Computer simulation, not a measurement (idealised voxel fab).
process module | voxel tone inversion
cross-section cut | 220 nm wide | cells 5 nm
A cross-section is a grid of square cells, given in bands from the top down. A band is one or more rows of cells.
Each band's line starts with the height of the band's top and of its bottom, in nm. Then come its materials from left to right, each with its width in nm. One material with "throughout" fills the band from edge to edge. "air" is empty space.
Height 0 is the level under which the wafer as received is all one material. The lowest band goes on downwards, as in "0 down".
A width such as "30 to 40" changes by the same amount from each row of cells to the next, from the band's top row to its bottom row.
"no change" after a step means that no cell of the cross-section changed.
closed voids: empty space of 8 cells or more with no open way to the top, each as width x height at its distance from the left edge, in nm
after a step's settings: what the simulator itself notes on the step
overlay nm, on a step with a mask: how far to the right of its planned place the mask lay; to the left if negative
plan
1 op RECEIVE | material Si
2 op CONFORMAL_DEP | material SiN | thk nm 5
3 op DIRECTIONAL_DEP | material polySi | thk nm 25
4 op PATTERN | tone cover | mask id POSTS | material resist | width nm 25 | pitch nm 45 | thk nm 30 | overlay nm 0
5 op DIRECTIONAL_ETCH | etch materials polySi | depth nm 25
6 op STRIP | etch materials resist
7 op FILL_DEP | material SiO2 | thk nm 10
8 op CMP | height nm 30
9 op STRIP | etch materials polySi
10 op CONFORMAL_DEP | material TiN | thk nm 5
11 op FILL_DEP | material W | thk nm 5
12 op CMP | height nm 30
13 op CONFORMAL_DEP | material SiCN | thk nm 5
first wafer, as planned
as received, after step 1
  0 down: Si throughout
  closed voids: none
after step 2
  5 to 0: SiN throughout
  below 0: unchanged
after step 3
  30 to 5: polySi throughout
  below 5: unchanged
after step 4
  60 to 30: air 30 | resist 25 | air 20 | resist 25 | air 20 | resist 25 | air 20 | resist 25 | air 30
  below 30: unchanged
after step 5
  60 to 30: air 30 | resist 25 | air 20 | resist 25 | air 20 | resist 25 | air 20 | resist 25 | air 30
  30 to 5: air 30 | polySi 25 | air 20 | polySi 25 | air 20 | polySi 25 | air 20 | polySi 25 | air 30
  below 5: unchanged
after step 6
  30 to 5: air 30 | polySi 25 | air 20 | polySi 25 | air 20 | polySi 25 | air 20 | polySi 25 | air 30
  below 5: unchanged
after step 7
  40 to 30: SiO2 throughout
  30 to 5: SiO2 30 | polySi 25 | SiO2 20 | polySi 25 | SiO2 20 | polySi 25 | SiO2 20 | polySi 25 | SiO2 30
  below 5: unchanged
after step 8
  30 to 5: SiO2 30 | polySi 25 | SiO2 20 | polySi 25 | SiO2 20 | polySi 25 | SiO2 20 | polySi 25 | SiO2 30
  below 5: unchanged
after step 9
  30 to 5: SiO2 30 | air 25 | SiO2 20 | air 25 | SiO2 20 | air 25 | SiO2 20 | air 25 | SiO2 30
  below 5: unchanged
after step 10
  35 to 30: TiN 35 | air 15 | TiN 30 | air 15 | TiN 30 | air 15 | TiN 30 | air 15 | TiN 35
  30 to 10: SiO2 30 | TiN 5 | air 15 | TiN 5 | SiO2 20 | TiN 5 | air 15 | TiN 5 | SiO2 20 | TiN 5 | air 15 | TiN 5 | SiO2 20 | TiN 5 | air 15 | TiN 5 | SiO2 30
  10 to 5: SiO2 30 | TiN 25 | SiO2 20 | TiN 25 | SiO2 20 | TiN 25 | SiO2 20 | TiN 25 | SiO2 30
  below 5: unchanged
after step 11
  40 to 35: W throughout
  35 to 30: TiN 35 | W 15 | TiN 30 | W 15 | TiN 30 | W 15 | TiN 30 | W 15 | TiN 35
  30 to 10: SiO2 30 | TiN 5 | W 15 | TiN 5 | SiO2 20 | TiN 5 | W 15 | TiN 5 | SiO2 20 | TiN 5 | W 15 | TiN 5 | SiO2 20 | TiN 5 | W 15 | TiN 5 | SiO2 30
  below 10: unchanged
after step 12
  30 to 10: SiO2 30 | TiN 5 | W 15 | TiN 5 | SiO2 20 | TiN 5 | W 15 | TiN 5 | SiO2 20 | TiN 5 | W 15 | TiN 5 | SiO2 20 | TiN 5 | W 15 | TiN 5 | SiO2 30
  below 10: unchanged
after step 13
  35 to 30: SiCN throughout
  below 30: unchanged
second wafer: like start, like plan, one mistake. Through step 1 it matches the first wafer
when step 2 should have ended
  25 to 0: polySi throughout
  below 0: unchanged
when step 3 should have ended
  30 to 25: SiN throughout
  below 25: unchanged
when step 4 should have ended
  60 to 30: air 30 | resist 25 | air 20 | resist 25 | air 20 | resist 25 | air 20 | resist 25 | air 30
  below 30: unchanged
when step 5 should have ended: no change
when step 6 should have ended
  30 to 25: SiN throughout
  below 25: unchanged
when step 7 should have ended
  40 to 30: SiO2 throughout
  below 30: unchanged
when step 8 should have ended
  30 to 25: SiN throughout
  below 25: unchanged
when step 9 should have ended: no change
when step 10 should have ended
  35 to 30: TiN throughout
  below 30: unchanged
when step 11 should have ended
  40 to 35: W throughout
  below 35: unchanged
when step 12 should have ended
  30 to 25: SiN throughout
  below 25: unchanged
when step 13 should have ended
  35 to 30: SiCN throughout
  below 30: unchanged
what went wrong: steps 2 and 3 were swapped
at the end the second wafer has, in cells: 120 fewer of SiO2 | 52 fewer of TiN | 48 fewer of W | 220 more of polySi
